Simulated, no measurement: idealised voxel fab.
Herein follows the process module entitled voxel air gaps.
Pictured: cross-section cut, 220 nm wide, on a grid of 5 nm square cells.
A cross-section is a grid of square cells, given in bands from the top down. A band is one or more rows of cells.
In this notation a band is specified by the heights of its top and bottom, in that order and in nm, after which its materials appear from left to right, each paired with its width in nm. The word "edge to edge" attached to a single material means that material fills the band from edge to edge; the word "air" stands for empty space.
Note: height 0 marks the level under which the wafer is uniformly one material as received. Lowest band unbounded below, written "0 -> down".
Width: "30->40" (first number = top row, second number = bottom row, same change from row to row of cells).
Reading "no modification" for a step: not a cell of the cross-section changed in it.
So "Voids, fully enclosed" is basically the list of trapped voids: any empty space of 8 cells or more that can't reach the top through an opening. They're written width x height at distance, the distance being from the left edge, and it's all nm.
Whatever follows a step's settings on its line is a remark the simulator itself makes about that step.
What "overlay nm" on a step's line means: if the step has a mask, that mask lay this far to the right of its planned place, or, when the value is negative, to the left.
The planned process steps are enumerated hereunder
- 1: RECEIVE with material Si
- 2: CONFORMAL_DEP with material SiO2, thk nm 10
- 3: CONFORMAL_DEP with material SiCN, thk nm 5
- 4: DIRECTIONAL_DEP with material SiO2, thk nm 30
- 5: PATTERN with tone open, mask id LINES, material resist, width nm 25, pitch nm 50, thk nm 15, overlay nm 0
- 6: DIRECTIONAL_ETCH with etch materials SiO2, depth nm 30
- 7: STRIP with etch materials resist
- 8: CONFORMAL_DEP with material TiN, thk nm 5
- 9: FILL_DEP with material Ru, thk nm 5
- 10: CMP with height nm 45
- 11: EPI with material Ru, thk nm 10
- 12: SELECTIVE_ETCH with etch materials SiO2, depth nm 40
- 13: CONFORMAL_DEP with material SiCN, thk nm 5
as received, after step 1
> 0 -> down | Si edge to edge
> Voids, fully enclosed: none
End state of the module in cross-section, given the above starting point and plan and one mistake in execution
> 55 -> 50 | air: 5, SiCN: 205, air: 10
> 50 -> 40 | air: 5, SiCN: 5, Ru: 45, SiCN: 5, Ru: 45, SiCN: 5, Ru: 45, SiCN: 5, Ru: 45, SiCN: 5, air: 10
> 40 -> 35 | air: 5, SiCN: 15, TiN: 5, Ru: 15, TiN: 5, SiCN: 25, TiN: 5, Ru: 15, TiN: 5, SiCN: 25, TiN: 5, Ru: 15, TiN: 5, SiCN: 25, TiN: 5, Ru: 15, TiN: 5, SiCN: 15, air: 10
> 35 -> 20 | air: 15, SiCN: 5, TiN: 5, Ru: 15, TiN: 5, SiCN: 5, air: 15, SiCN: 5, TiN: 5, Ru: 15, TiN: 5, SiCN: 5, air: 15, SiCN: 5, TiN: 5, Ru: 15, TiN: 5, SiCN: 5, air: 15, SiCN: 5, TiN: 5, Ru: 15, TiN: 5, SiCN: 5, air: 20
> 20 -> 15 | SiCN: 20, TiN: 25, SiCN: 25, TiN: 25, SiCN: 25, TiN: 25, SiCN: 25, TiN: 25, SiCN: 25
> 15 -> 10 | SiCN edge to edge
> 10 -> 0 | SiO2 edge to edge
> 0 -> down | Si edge to edge
> Voids, fully enclosed: 15 x 15 at 50; 15 x 15 at 100; 15 x 15 at 150
In executing the process, a mistake was made relative to the plan: step 10 did not happen as planned, as run it was CMP with height nm 40
